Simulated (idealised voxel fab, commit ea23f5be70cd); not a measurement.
You're looking at the process module voxel released beams.
cross-section cut | 160 nm wide | cells 5 nm
This document writes a cross-section as a grid whose cells are square, and gives it as bands, listed from the top down; one or more rows of cells form a band. Band: top and bottom heights (nm) first, top before bottom; then materials from left to right, widths in nm. "edge to edge" marks a sole material filling the band edge to edge. "air" denotes empty space. The reference from which all heights are counted is 0, the level beneath which the as-received wafer is entirely one material; the lowest band, having no lower bound, proceeds downward and is written after the example "0 and below". Think of "30 to 40" as a width that walks from the first number to the second as you go down the band, top row to bottom row, taking equal-sized steps from row to row. "nothing altered" -> step changed no cross-section cell. Each empty space that has no open way to the top and spans at least 8 cells appears under "Sealed internal cavities" as width x height at distance, the distance counted from the left edge, all in nm. If you see something after the settings on a step's line, that's the simulator's own remark about that step. A step line may carry the setting "overlay nm", which, for steps involving a mask, states the distance by which the mask lay to the right of its intended position; negative values denote displacement to the left.

## The planned process steps are enumerated hereunder
- 1: RECEIVE with material Si
- 2: CONFORMAL_DEP with material Al2O3, thk nm 5
- 3: DIRECTIONAL_DEP with material SiO2, thk nm 10
- 4: DIRECTIONAL_DEP with material aC, thk nm 15
- 5: PATTERN with tone open, mask id ANCHOR, material resist, width nm 25, thk nm 30, overlay nm 0
- 6: DIRECTIONAL_ETCH with etch materials aC, depth nm 15
- 7: STRIP with etch materials resist
- 8: DIRECTIONAL_ETCH with etch materials SiO2, depth nm 10
- 9: STRIP with etch materials aC
- 10: CONFORMAL_DEP with material polySi, thk nm 10
- 11: DIRECTIONAL_DEP with material aC, thk nm 10
- 12: PATTERN with tone cover, mask id BEAM, material resist, width nm 85, thk nm 25, overlay nm 0
- 13: DIRECTIONAL_ETCH with etch materials aC, depth nm 10
- 14: STRIP with etch materials resist
- 15: DIRECTIONAL_ETCH with etch materials polySi, depth nm 10
- 16: STRIP with etch materials aC
- 17: STRIP with etch materials SiO2

## Step 1 complete: cross-section of the wafer as received
    0 and below  Si edge to edge
    Sealed internal cavities: none

## As-planned run: cross-section of the first of two wafers at end of module
    25 down to 15  air: 35 | polySi: 15 | air: 5 | polySi: 65 | air: 40
    15 down to 5  air: 40 | polySi: 25 | air: 95
    5 down to 0  Al2O3 edge to edge
    0 and below  Si edge to edge
    Sealed internal cavities: none

## Cross-section, second wafer: same start as the first, same plan as the first, one mistake in running it; taken at the end of the module
    25 down to 15  air: 35 | polySi: 40 | air: 85
    15 down to 5  air: 30 | polySi: 10 | SiO2: 25 | polySi: 55 | air: 40
    5 down to 0  Al2O3 edge to edge
    0 and below  Si edge to edge
    Sealed internal cavities: none
Here's what went sideways: step 5 off recipe, ran as PATTERN with tone cover, mask id ANCHOR, material resist, width nm 25, thk nm 30, overlay nm 0
Counted in cells at the end, the second wafer holds more or fewer of these materials than the first: SiO2 +10
